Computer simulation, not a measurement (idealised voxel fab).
process module | voxel double patterning
cross-section cut | 240 nm wide | cells 5 nm
A cross-section is a grid of square cells, given in bands from the top down. A band is one or more rows of cells.
Each band's line starts with the height of the band's top and of its bottom, in nm. Then come its materials from left to right, each with its width in nm. One material with "throughout" fills the band from edge to edge. "air" is empty space.
Height 0 is the level under which the wafer as received is all one material. The lowest band goes on downwards, as in "0 down".
A width such as "30 to 40" changes by the same amount from each row of cells to the next, from the band's top row to its bottom row.
"no change" after a step means that no cell of the cross-section changed.
closed voids: empty space of 8 cells or more with no open way to the top, each as width x height at its distance from the left edge, in nm
after a step's settings: what the simulator itself notes on the step
overlay nm, on a step with a mask: how far to the right of its planned place the mask lay; to the left if negative
plan
1 op RECEIVE | material Si
2 op CONFORMAL_DEP | material SiO2 | thk nm 10
3 op DIRECTIONAL_DEP | material W | thk nm 15
4 op DIRECTIONAL_DEP | material SiCN | thk nm 5
5 op PATTERN | tone open | mask id FIRST | material resist | width nm 15 | pitch nm 50 | thk nm 15 | overlay nm 0
6 op DIRECTIONAL_ETCH | etch materials SiCN | depth nm 5
7 op STRIP | etch materials resist
8 op MASKED_ETCH | tone open | mask id SECOND | width nm 15 | pitch nm 50 | etch materials SiCN | depth nm 5 | overlay nm 0
9 op DIRECTIONAL_ETCH | etch materials W | depth nm 15
10 op STRIP | etch materials SiCN
first wafer, as planned
as received, after step 1
  0 down: Si throughout
  closed voids: none
after step 2
  10 to 0: SiO2 throughout
  below 0: unchanged
after step 3
  25 to 10: W throughout
  below 10: unchanged
after step 4
  30 to 25: SiCN throughout
  below 25: unchanged
after step 5
  45 to 30: resist 60 | air 15 | resist 35 | air 15 | resist 35 | air 15 | resist 65
  below 30: unchanged
after step 6
  45 to 30: resist 60 | air 15 | resist 35 | air 15 | resist 35 | air 15 | resist 65
  30 to 25: SiCN 60 | air 15 | SiCN 35 | air 15 | SiCN 35 | air 15 | SiCN 65
  below 25: unchanged
after step 7
  30 to 25: SiCN 60 | air 15 | SiCN 35 | air 15 | SiCN 35 | air 15 | SiCN 65
  below 25: unchanged
after step 8
  30 to 25: SiCN 60 | air 15 | SiCN 10 | air 15 | SiCN 10 | air 15 | SiCN 10 | air 15 | SiCN 10 | air 15 | SiCN 65
  below 25: unchanged
after step 9
  30 to 25: SiCN 60 | air 15 | SiCN 10 | air 15 | SiCN 10 | air 15 | SiCN 10 | air 15 | SiCN 10 | air 15 | SiCN 65
  25 to 10: W 60 | air 15 | W 10 | air 15 | W 10 | air 15 | W 10 | air 15 | W 10 | air 15 | W 65
  below 10: unchanged
after step 10
  25 to 10: W 60 | air 15 | W 10 | air 15 | W 10 | air 15 | W 10 | air 15 | W 10 | air 15 | W 65
  below 10: unchanged
second wafer: like start, like plan, one mistake. Through step 1 it matches the first wafer
when step 2 should have ended
  15 to 0: W throughout
  below 0: unchanged
when step 3 should have ended
  25 to 15: SiO2 throughout
  below 15: unchanged
when step 4 should have ended
  30 to 25: SiCN throughout
  below 25: unchanged
when step 5 should have ended
  45 to 30: resist 60 | air 15 | resist 35 | air 15 | resist 35 | air 15 | resist 65
  below 30: unchanged
when step 6 should have ended
  45 to 30: resist 60 | air 15 | resist 35 | air 15 | resist 35 | air 15 | resist 65
  30 to 25: SiCN 60 | air 15 | SiCN 35 | air 15 | SiCN 35 | air 15 | SiCN 65
  below 25: unchanged
when step 7 should have ended
  30 to 25: SiCN 60 | air 15 | SiCN 35 | air 15 | SiCN 35 | air 15 | SiCN 65
  below 25: unchanged
when step 8 should have ended
  30 to 25: SiCN 60 | air 15 | SiCN 10 | air 15 | SiCN 10 | air 15 | SiCN 10 | air 15 | SiCN 10 | air 15 | SiCN 65
  below 25: unchanged
when step 9 should have ended: no change
when step 10 should have ended
  25 to 15: SiO2 throughout
  below 15: unchanged
what went wrong: steps 2 and 3 were swapped
at the end the second wafer has, in cells: 45 more of W
